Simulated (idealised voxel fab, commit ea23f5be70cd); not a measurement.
The document below concerns the process module designated voxel wiring stack.
Section shown: cut. Width: 280 nm. Cell size: 5 nm, square.
In what follows, cross-sections appear as grids of square cells, described through bands that run from the top down, where every band is one or more rows of cells. Top height, bottom height, nm. Materials left to right, width each, nm. Single material + "throughout" = fills band edge to edge. "blank" = empty. Note: height 0 marks the level under which the wafer is uniformly one material as received. Lowest band unbounded below, written "0 and below". A two-number width, for instance "30..40", indicates that the width is equal to the first number in the top row of the band and to the second number in the bottom row, and that it changes by a constant amount per row of cells. "changes: none" (step): cross-section cells unchanged, all of them. This entry, "Closed internal voids", enumerates those empty regions of no fewer than 8 cells that possess no open connection to the top. Each region is reported in the form width x height at distance, the distance being taken from the left edge, with all three quantities expressed in nm. after a step's settings: what the simulator itself notes on the step. A step's line can hold "overlay nm"; with a mask on that step, the setting says how far right of the planned place the mask lay, while a negative setting says it lay to the left.
The planned process steps are enumerated hereunder:
1) RECEIVE, material Si
2) CONFORMAL_DEP, material SiO2, thk nm 15
3) CONFORMAL_DEP, material SiN, thk nm 5
4) DIRECTIONAL_DEP, material lowk, thk nm 15
5) DIRECTIONAL_DEP, material aC, thk nm 15
6) PATTERN, tone open, mask id METAL_1, material resist, width nm 25, pitch nm 55, thk nm 35, overlay nm 0
7) DIRECTIONAL_ETCH, etch materials aC, depth nm 15
8) STRIP, etch materials resist
9) DIRECTIONAL_ETCH, etch materials lowk, depth nm 15
10) DIRECTIONAL_ETCH, etch materials SiN, depth nm 5
11) STRIP, etch materials aC
12) CONFORMAL_DEP, material TiN, thk nm 5
13) FILL_DEP, material Cu, thk nm 10
14) CMP, height nm 35
15) EPI, material Ru, thk nm 5
16) FILL_DEP, material SiCN, thk nm 5
17) DIRECTIONAL_DEP, material SiO2, thk nm 25
18) MASKED_ETCH, tone open, mask id METAL_2, width nm 25, pitch nm 55, etch materials SiO2, depth nm 15, overlay nm 0
19) PATTERN, tone open, mask id METAL_2_HOLES, material resist, width nm 15, thk nm 20, overlay nm 0
20) DIRECTIONAL_ETCH, etch materials SiO2, depth nm 10
21) DIRECTIONAL_ETCH, etch materials SiCN, depth nm 5
22) STRIP, etch materials resist
23) CONFORMAL_DEP, material TiN, thk nm 5
24) FILL_DEP, material Cu, thk nm 5
25) CMP, height nm 70
26) CONFORMAL_DEP, material SiCN, thk nm 5
27) DIRECTIONAL_DEP, material SiO2, thk nm 30
28) PATTERN, tone open, mask id METAL_3, material resist, width nm 25, pitch nm 55, thk nm 15, overlay nm 0
29) DIRECTIONAL_ETCH, etch materials SiO2, depth nm 15
30) STRIP, etch materials resist
31) PATTERN, tone open, mask id METAL_3_HOLES, material resist, width nm 15, pitch nm 55, thk nm 15, overlay nm 0
32) DIRECTIONAL_ETCH, etch materials SiO2, depth nm 15
33) DIRECTIONAL_ETCH, etch materials SiCN, depth nm 5
34) STRIP, etch materials resist
35) CONFORMAL_DEP, material TiN, thk nm 5
36) FILL_DEP, material Ru, thk nm 10
37) CMP, height nm 105
38) CONFORMAL_DEP, material SiCN, thk nm 5
Step 1 complete: cross-section of the wafer as received:
> 0 and below = Si throughout
> Closed internal voids: none
The plan above was carried out on the starting structure above with one mistake, and this cross-section shows the wafer at the end of the module:
> 110 down to 105 = SiCN throughout
> 105 down to 95 = SiO2: 100  TiN: 5  Ru: 15  TiN: 5  SiO2: 30  TiN: 5  Ru: 15  TiN: 5  SiO2: 100
> 95 down to 90 = SiO2: 100  TiN: 5  Ru: 5  TiN: 15  SiO2: 30  TiN: 5  Ru: 5  TiN: 15  SiO2: 100
> 90 down to 75 = SiO2: 100  TiN: 5  Ru: 5  TiN: 5  SiO2: 40  TiN: 5  Ru: 5  TiN: 5  SiO2: 110
> 75 down to 70 = SiCN: 100  TiN: 15  SiCN: 40  TiN: 15  SiCN: 110
> 70 down to 60 = SiO2: 100  TiN: 5  Cu: 15  TiN: 5  SiO2: 30  TiN: 5  Cu: 15  TiN: 5  SiO2: 100
> 60 down to 55 = SiO2: 100  TiN: 5  Cu: 5  TiN: 15  SiO2: 30  TiN: 25  SiO2: 100
> 55 down to 45 = SiO2: 100  TiN: 5  Cu: 5  TiN: 5  SiO2: 165
> 45 down to 40 = SiCN: 100  TiN: 15  SiCN: 165
> 40 down to 35 = SiCN: 95  Ru: 35  SiCN: 20  Ru: 35  SiCN: 95
> 35 down to 30 = SiN: 100  TiN: 25  SiN: 30  TiN: 25  SiN: 100
> 30 down to 15 = lowk throughout
> 15 down to 0 = SiO2 throughout
> 0 and below = Si throughout
> Closed internal voids: none
Plan not followed: it was found that steps 3 and 4 of the process plan had been performed in exchanged positions
